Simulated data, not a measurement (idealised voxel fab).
The following is a process module called voxel self aligned contacts.
cross-section cut | 285 nm wide | cells 5 nm
Cross-section layout: square cells on a grid; listed as bands, top to bottom; a band spans one or more cell rows. The band entry comprises the height of the band's top followed by the height of its bottom, expressed in nm, and subsequently the band's materials from left to right, each stated together with its width in nm. Where a single material is marked with the word "full width", that material fills the band from edge to edge. The word "empty" represents empty space. Heights are expressed relative to 0, this being the level below which the as-received wafer comprises one material exclusively. The lowest band is unbounded in the downward direction and is denoted as in "0 -> down". Width spec "30 to 40" -> top row of cells at first value, bottom row at second value, equal per-row change in between. "left unchanged" for a step: no cell of the cross-section changed in that step. The entry titled "Voids lacking openings" provides the empty spaces that have no open way to the top, restricted to those of 8 cells or more. Each is presented as width x height at distance, the distance being measured from the left edge, with all three in nm. Post-settings text on a step line: simulator's own remark regarding the step. overlay nm: mask offset rightward from planned place, masked step; negative means leftward offset.
-- plan
1: RECEIVE [material Si]
2: OXIDIZE [depth nm 5]
3: DIRECTIONAL_DEP [material polySi] [thk nm 30]
4: DIRECTIONAL_DEP [material SiN] [thk nm 25]
5: PATTERN [tone cover] [mask id GATE] [material resist] [width nm 35] [pitch nm 75] [thk nm 20] [overlay nm 0]
6: DIRECTIONAL_ETCH [etch materials SiN] [depth nm 25]
7: DIRECTIONAL_ETCH [etch materials polySi] [depth nm 30]
8: STRIP [etch materials resist]
9: CONFORMAL_DEP [material SiN] [thk nm 10]
10: DIRECTIONAL_ETCH [etch materials SiN] [depth nm 10]
11: FILL_DEP [material SiO2] [thk nm 20]
12: CMP [height nm 65]
13: PATTERN [tone open] [mask id CONTACT] [material resist] [width nm 50] [pitch nm 75] [thk nm 15] [overlay nm 0]
14: DIRECTIONAL_ETCH [etch materials SiO2] [depth nm 70]
15: STRIP [etch materials resist]
16: CONFORMAL_DEP [material TiN] [thk nm 5]
17: FILL_DEP [material W] [thk nm 10]
18: CMP [height nm 65]
19: CONFORMAL_DEP [material SiN] [thk nm 5]
-- So this is the incoming wafer in cross-section - it's already been through step 1
  0 -> down: Si full width
  Voids lacking openings: none
-- Cross-section, end of module. Start: as above. Plan: as above. Execution: one mistake
  70 -> 65: SiN full width
  65 -> 60: SiO2: 40, then SiN: 55, then TiN: 5, then W: 10, then TiN: 5, then SiN: 55, then TiN: 5, then W: 10, then TiN: 5, then SiN: 55, then SiO2: 40
  60 -> 35: SiO2: 40, then SiN: 10, then polySi: 35, then SiN: 10, then TiN: 5, then W: 10, then TiN: 5, then SiN: 10, then polySi: 35, then SiN: 10, then TiN: 5, then W: 10, then TiN: 5, then SiN: 10, then polySi: 35, then SiN: 10, then SiO2: 40
  35 -> 30: SiO2: 40, then SiN: 10, then polySi: 35, then SiN: 10, then TiN: 20, then SiN: 10, then polySi: 35, then SiN: 10, then TiN: 20, then SiN: 10, then polySi: 35, then SiN: 10, then SiO2: 40
  30 -> 0: polySi full width
  0 -> -5: SiO2 full width
  -5 -> down: Si full width
  Voids lacking openings: none
Want to know what went wrong? plan step 3 was conducted twice
